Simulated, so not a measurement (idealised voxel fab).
process module | voxel self aligned vias
cross-section cut | 235 nm wide | cells 5 nm
A cross-section is a grid of square cells, given in bands from the top down. A band is one or more rows of cells.
Each band's line starts with the height of the band's top and of its bottom, in nm. Then come its materials from left to right, each with its width in nm. One material with "throughout" fills the band from edge to edge. "air" is empty space.
Height 0 is the level under which the wafer as received is all one material. The lowest band goes on downwards, as in "0 down".
A width such as "30 to 40" changes by the same amount from each row of cells to the next, from the band's top row to its bottom row.
"no change" after a step means that no cell of the cross-section changed.
closed voids: empty space of 8 cells or more with no open way to the top, each as width x height at its distance from the left edge, in nm
after a step's settings: what the simulator itself notes on the step
overlay nm, on a step with a mask: how far to the right of its planned place the mask lay; to the left if negative
plan
1 op RECEIVE | material Si
2 op CONFORMAL_DEP | material SiO2 | thk nm 10
3 op CONFORMAL_DEP | material SiCN | thk nm 5
4 op DIRECTIONAL_DEP | material lowk | thk nm 20
5 op PATTERN | tone open | mask id LINES | material resist | width nm 20 | pitch nm 60 | thk nm 20 | overlay nm 0
6 op DIRECTIONAL_ETCH | etch materials lowk | depth nm 20
7 op STRIP | etch materials resist
8 op CONFORMAL_DEP | material TiN | thk nm 5
9 op FILL_DEP | material W | thk nm 5
10 op CMP | height nm 35
11 op SELECTIVE_ETCH | etch materials W Ru TiN | depth nm 10
12 op FILL_DEP | material SiN | thk nm 10
13 op CMP | height nm 35
14 op DIRECTIONAL_DEP | material lowk | thk nm 15
15 op PATTERN | tone open | mask id VIAS | material resist | width nm 40 | pitch nm 60 | thk nm 20 | overlay nm 0
16 op DIRECTIONAL_ETCH | etch materials lowk | depth nm 15
17 op DIRECTIONAL_ETCH | etch materials SiN | depth nm 10
18 op STRIP | etch materials resist
19 op CONFORMAL_DEP | material TiN | thk nm 5
20 op FILL_DEP | material W | thk nm 5
21 op CMP | height nm 50
22 op CONFORMAL_DEP | material SiCN | thk nm 5
as received, after step 1
  0 down: Si throughout
  closed voids: none
first wafer at the end, as planned
  55 to 50: SiCN throughout
  50 to 40: lowk 35 | TiN 5 | W 30 | TiN 5 | lowk 20 | TiN 5 | W 30 | TiN 5 | lowk 20 | TiN 5 | W 30 | TiN 5 | lowk 40
  40 to 30: lowk 35 to 45 | TiN 15 to 5 | W 10 | TiN 15 to 5 | lowk 20 to 40 | TiN 15 to 5 | W 10 | TiN 15 to 5 | lowk 20 to 40 | TiN 15 to 5 | W 10 | TiN 15 to 5 | lowk 40 to 50
  30 to 25: lowk 45 | TiN 20 | lowk 40 | TiN 20 | lowk 40 | TiN 20 | lowk 50
  25 to 20: lowk 45 | TiN 5 | W 10 | TiN 5 | lowk 40 | TiN 5 | W 10 | TiN 5 | lowk 40 | TiN 5 | W 10 | TiN 5 | lowk 50
  20 to 15: lowk 45 | TiN 20 | lowk 40 | TiN 20 | lowk 40 | TiN 20 | lowk 50
  15 to 10: SiCN throughout
  10 to 0: SiO2 throughout
  0 down: Si throughout
  closed voids: none
second wafer at the end: like start, like plan, one mistake
  55 to 50: SiCN throughout
  50 to 40: lowk 35 | TiN 5 | W 30 | TiN 5 | lowk 20 | TiN 5 | W 30 | TiN 5 | lowk 20 | TiN 5 | W 30 | TiN 5 | lowk 40
  40 to 35: lowk 35 | TiN 40 | lowk 20 | TiN 40 | lowk 20 | TiN 40 | lowk 40
  35 to 25: lowk 45 | SiO2 5 | TiN 10 | SiO2 5 | lowk 40 | SiO2 5 | TiN 10 | SiO2 5 | lowk 40 | SiO2 5 | TiN 10 | SiO2 5 | lowk 50
  25 to 20: lowk 45 | SiO2 5 | W 10 | SiO2 5 | lowk 40 | SiO2 5 | W 10 | SiO2 5 | lowk 40 | SiO2 5 | W 10 | SiO2 5 | lowk 50
  20 to 15: lowk 45 | SiO2 20 | lowk 40 | SiO2 20 | lowk 40 | SiO2 20 | lowk 50
  15 to 10: SiCN throughout
  10 to 0: SiO2 throughout
  0 down: Si throughout
  closed voids: none
what went wrong: step 8 ran as: op CONFORMAL_DEP | material SiO2 | thk nm 5
at the end the second wafer has, in cells: 30 more of SiO2 | 18 fewer of TiN | 12 fewer of W
